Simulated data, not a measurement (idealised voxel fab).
voxel ribs on slabs: a process module
The width of the displayed cross-section, cut, is 235 nm; its cells are square, with a size of 5 nm.
Heads up, the way a cross-section reads in here is a grid of square cells, handed over as bands from the top down, with every band being one or more rows of cells.
Band: top and bottom heights (nm) first, top before bottom; then materials from left to right, widths in nm. "throughout" marks a sole material filling the band edge to edge. "empty" denotes empty space.
Ref level 0: as-received wafer is one material below here. Bottom band extends down with no lower bound ("0 and below").
Per-row width for "30->40": begins at first number (top row of band), ends at second number (bottom row), increment between rows held constant.
What does "nothing got changed" mean for a step? It means no cell of the cross-section changed in that step.
In the "Unvented internal voids" entry, you get each enclosed empty space of 8 cells or more, one with no open way to the top, written width x height at distance, distance from the left edge, in nm.
Heads up: the bit after the settings on a step's line is the simulator's remark on that step.
If you see "overlay nm" on a step's line and that step has a mask, it's telling you how far right of where it was planned the mask ended up; a negative number means it went left instead.
## Below is the list of planned process steps
1) RECEIVE with material Si
2) DIRECTIONAL_DEP with material SiO2, thk nm 25
3) DIRECTIONAL_DEP with material polySi, thk nm 20
4) DIRECTIONAL_DEP with material aC, thk nm 10
5) PATTERN with tone cover, mask id RIB, material resist, width nm 30, thk nm 25, overlay nm 0
6) DIRECTIONAL_ETCH with etch materials aC, depth nm 10
7) STRIP with etch materials resist
8) DIRECTIONAL_ETCH with etch materials polySi, depth nm 10
9) STRIP with etch materials aC
10) MASKED_ETCH with tone cover, mask id SLAB, width nm 80, etch materials polySi, depth nm 10, overlay nm 0
11) FILL_DEP with material SiO2, thk nm 25
12) CMP with height nm 60
13) DIRECTIONAL_DEP with material TiN, thk nm 5
14) PATTERN with tone cover, mask id HEATER, material resist, width nm 40, thk nm 15, overlay nm 0
15) DIRECTIONAL_ETCH with etch materials TiN, depth nm 5
16) STRIP with etch materials resist
17) CONFORMAL_DEP with material SiO2, thk nm 5
## The first wafer of two, processed as planned
## Cross-section of the wafer upon arrival, representing the state reached after step 1
	0 and below: Si throughout
	Unvented internal voids: none
## State of the wafer after step 2, shown in cross-section
	25 down to 0: SiO2 throughout
	Everything under 0 stays put, no change at all.
## State of the wafer after step 3, shown in cross-section
	45 down to 25: polySi throughout
	Everything under 25 stays put, no change at all.
## State of the wafer after step 4, shown in cross-section
	55 down to 45: aC throughout
	Everything under 45 stays put, no change at all.
## State of the wafer after step 5, shown in cross-section
	80 down to 55: 100 empty; 30 resist; 105 empty
	Everything under 55 stays put, no change at all.
## State of the wafer after step 6, shown in cross-section
	70 down to 55: 100 empty; 30 resist; 105 empty
	55 down to 45: 100 empty; 30 aC; 105 empty
	Everything under 45 stays put, no change at all.
## State of the wafer after step 7, shown in cross-section
	55 down to 45: 100 empty; 30 aC; 105 empty
	Everything under 45 stays put, no change at all.
## State of the wafer after step 8, shown in cross-section
	55 down to 45: 100 empty; 30 aC; 105 empty
	45 down to 35: 100 empty; 30 polySi; 105 empty
	Everything under 35 stays put, no change at all.
## State of the wafer after step 9, shown in cross-section
	45 down to 35: 100 empty; 30 polySi; 105 empty
	Everything under 35 stays put, no change at all.
## State of the wafer after step 10, shown in cross-section
	45 down to 35: 100 empty; 30 polySi; 105 empty
	35 down to 25: 75 empty; 80 polySi; 80 empty
	Everything under 25 stays put, no change at all.
## State of the wafer after step 11, shown in cross-section
	70 down to 45: SiO2 throughout
	45 down to 35: 100 SiO2; 30 polySi; 105 SiO2
	35 down to 25: 75 SiO2; 80 polySi; 80 SiO2
	Everything under 25 stays put, no change at all.
## State of the wafer after step 12, shown in cross-section
	60 down to 45: SiO2 throughout
	Everything under 45 stays put, no change at all.
## State of the wafer after step 13, shown in cross-section
	65 down to 60: TiN throughout
	Everything under 60 stays put, no change at all.
## State of the wafer after step 14, shown in cross-section
	80 down to 65: 95 empty; 40 resist; 100 empty
	Everything under 65 stays put, no change at all.
## State of the wafer after step 15, shown in cross-section
	80 down to 65: 95 empty; 40 resist; 100 empty
	65 down to 60: 95 empty; 40 TiN; 100 empty
	Everything under 60 stays put, no change at all.
## State of the wafer after step 16, shown in cross-section
	65 down to 60: 95 empty; 40 TiN; 100 empty
	Everything under 60 stays put, no change at all.
## State of the wafer after step 17, shown in cross-section
	70 down to 65: 90 empty; 50 SiO2; 95 empty
	65 down to 60: 95 SiO2; 40 TiN; 100 SiO2
	Everything under 60 stays put, no change at all.
## Second wafer: same start and same plan as the first, one execution error; identical to the first through step 13
## Look at the second wafer in cross-section at the time step 14 ought to have finished
	80 down to 65: 95 empty; 45 resist; 95 empty
	Everything under 65 stays put, no change at all.
## Look at the second wafer in cross-section at the time step 15 ought to have finished
	80 down to 65: 95 empty; 45 resist; 95 empty
	65 down to 60: 95 empty; 45 TiN; 95 empty
	Everything under 60 stays put, no change at all.
## Look at the second wafer in cross-section at the time step 16 ought to have finished
	65 down to 60: 95 empty; 45 TiN; 95 empty
	Everything under 60 stays put, no change at all.
## Look at the second wafer in cross-section at the time step 17 ought to have finished
	70 down to 65: 90 empty; 55 SiO2; 90 empty
	65 down to 60: 95 SiO2; 45 TiN; 95 SiO2
	Everything under 60 stays put, no change at all.
Finding, execution versus plan: in deviation from the planned setting, step 14 was conducted as PATTERN with tone cover, mask id HEATER, material resist, width nm 45, thk nm 15, overlay nm 0
The closing comparison, in cells, has the second wafer with more or fewer of some materials than the first: 1 more of TiN
